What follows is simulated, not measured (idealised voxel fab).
This section sets out a process module, namely voxel gate over fins.
It is cross-section cut that appears here, measuring 215 nm in width, its square cells being 5 nm in size.
When this document writes out a cross-section, it uses a grid of square cells and lists it as bands, beginning at the top and moving down, with a band standing for one or more rows of cells. Basically the band line says how high the top is and how high the bottom is, in nm, and then what's in it from left to right, every material with its width in nm. Empty space shows up as "empty", and if a single material carries "edge to edge" it runs the full band edge to edge. All heights in this document are referenced to 0, defined as the level beneath which the wafer, as received, consists entirely of one material. The lowest band is not bounded below; it extends indefinitely downward and is written in the form "0 and below". With a width like "30 to 40", each row of cells in the band differs from the next by the same amount, the top row carrying the first number and the bottom row the second. No cell of the cross-section changed in a step that is given as "same as before". For the entry "Closed internal cavities", the listed items are empty spaces with no open way to the top whose size is 8 cells or more; each item follows the pattern width x height at distance, where distance is from the left edge and all three are in nm. On each step's line, the part that comes after the settings is the simulator's own comment on the step. For masked steps, "overlay nm" on the step line gives how far right of plan the mask actually lay; a minus sign means it lay to the left.
## Listed below are the process steps as planned
- 1: RECEIVE with material Si
- 2: CONFORMAL_DEP with material SiN, thk nm 10
- 3: PATTERN with tone cover, mask id FINS, material resist, width nm 15, pitch nm 40, thk nm 15, overlay nm 0
- 4: DIRECTIONAL_ETCH with etch materials SiN, depth nm 10
- 5: DIRECTIONAL_ETCH with etch materials Si, depth nm 40
- 6: STRIP with etch materials resist
- 7: FILL_DEP with material SiO2, thk nm 15
- 8: CMP with height nm 10
- 9: SELECTIVE_ETCH with etch materials SiO2, depth nm 20
- 10: STRIP with etch materials SiN
- 11: CONFORMAL_DEP with material HfO2, thk nm 5
- 12: CONFORMAL_DEP with material TiN, thk nm 5
- 13: CONFORMAL_DEP with material TiAl, thk nm 5
- 14: CONFORMAL_DEP with material TiN, thk nm 5
- 15: FILL_DEP with material W, thk nm 15
- 16: CMP with height nm 30
- 17: CONFORMAL_DEP with material SiN, thk nm 10
Wafer-to-wafer difference: width nm, step 3. Common start. Plan = first wafer's value.
## Cross-section, first of several wafers, as delivered after step 1
    0 and below = Si edge to edge
    Closed internal cavities: none
## The cross-section of the first of several wafers is given below for the end of the module, after its final step, step 17
    40 down to 30 = SiN edge to edge
    30 down to 20 = W edge to edge
    20 down to 15 = W: 20 | TiN: 175 | W: 20
    15 down to 10 = W: 20 | TiN: 5 | TiAl: 165 | TiN: 5 | W: 20
    10 down to 5 = TiN: 25 | TiAl: 5 | TiN: 35 | TiAl: 5 | TiN: 35 | TiAl: 5 | TiN: 35 | TiAl: 5 | TiN: 35 | TiAl: 5 | TiN: 25
    5 down to 0 = TiAl: 30 | TiN: 5 | HfO2: 25 | TiN: 5 | TiAl: 5 | TiN: 5 | HfO2: 25 | TiN: 5 | TiAl: 5 | TiN: 5 | HfO2: 25 | TiN: 5 | TiAl: 5 | TiN: 5 | HfO2: 25 | TiN: 5 | TiAl: 30
    0 down to -5 = TiN: 35 | HfO2: 5 | Si: 15 | HfO2: 5 | TiN: 15 | HfO2: 5 | Si: 15 | HfO2: 5 | TiN: 15 | HfO2: 5 | Si: 15 | HfO2: 5 | TiN: 15 | HfO2: 5 | Si: 15 | HfO2: 5 | TiN: 35
    -5 down to -10 = HfO2: 40 | Si: 15 | HfO2: 25 | Si: 15 | HfO2: 25 | Si: 15 | HfO2: 25 | Si: 15 | HfO2: 40
    -10 down to -40 = SiO2: 40 | Si: 15 | SiO2: 25 | Si: 15 | SiO2: 25 | Si: 15 | SiO2: 25 | Si: 15 | SiO2: 40
    -40 and below = Si edge to edge
    Closed internal cavities: none
## So this is the cross-section on the last wafer at the end of the module
    40 down to 30 = SiN edge to edge
    30 down to 20 = W edge to edge
    20 down to 15 = W: 15 | TiN: 185 | W: 15
    15 down to 10 = W: 15 | TiN: 5 | TiAl: 175 | TiN: 5 | W: 15
    10 down to 5 = TiN: 20 | TiAl: 5 | TiN: 165 | TiAl: 5 | TiN: 20
    5 down to 0 = TiAl: 25 | TiN: 5 | HfO2: 35 | TiN: 5 | HfO2: 35 | TiN: 5 | HfO2: 35 | TiN: 5 | HfO2: 35 | TiN: 5 | TiAl: 25
    0 down to -5 = TiN: 30 | HfO2: 5 | Si: 25 | HfO2: 5 | TiN: 5 | HfO2: 5 | Si: 25 | HfO2: 5 | TiN: 5 | HfO2: 5 | Si: 25 | HfO2: 5 | TiN: 5 | HfO2: 5 | Si: 25 | HfO2: 5 | TiN: 30
    -5 down to -10 = HfO2: 35 | Si: 25 | HfO2: 15 | Si: 25 | HfO2: 15 | Si: 25 | HfO2: 15 | Si: 25 | HfO2: 35
    -10 down to -40 = SiO2: 35 | Si: 25 | SiO2: 15 | Si: 25 | SiO2: 15 | Si: 25 | SiO2: 15 | Si: 25 | SiO2: 35
    -40 and below = Si edge to edge
    Closed internal cavities: none
## each wafer at the end: cells of each material gained (+) or lost (-) since it was received, then its closed voids
width nm 15 | +59 HfO2 | -248 Si | +86 SiN | +186 SiO2 | +53 TiAl | +106 TiN | +102 W | Closed internal cavities: none
width nm 20 | +59 HfO2 | -216 Si | +86 SiN | +162 SiO2 | +47 TiAl | +106 TiN | +100 W | Closed internal cavities: none
width nm 25 | +59 HfO2 | -184 Si | +86 SiN | +138 SiO2 | +47 TiAl | +100 TiN | +98 W | Closed internal cavities: none
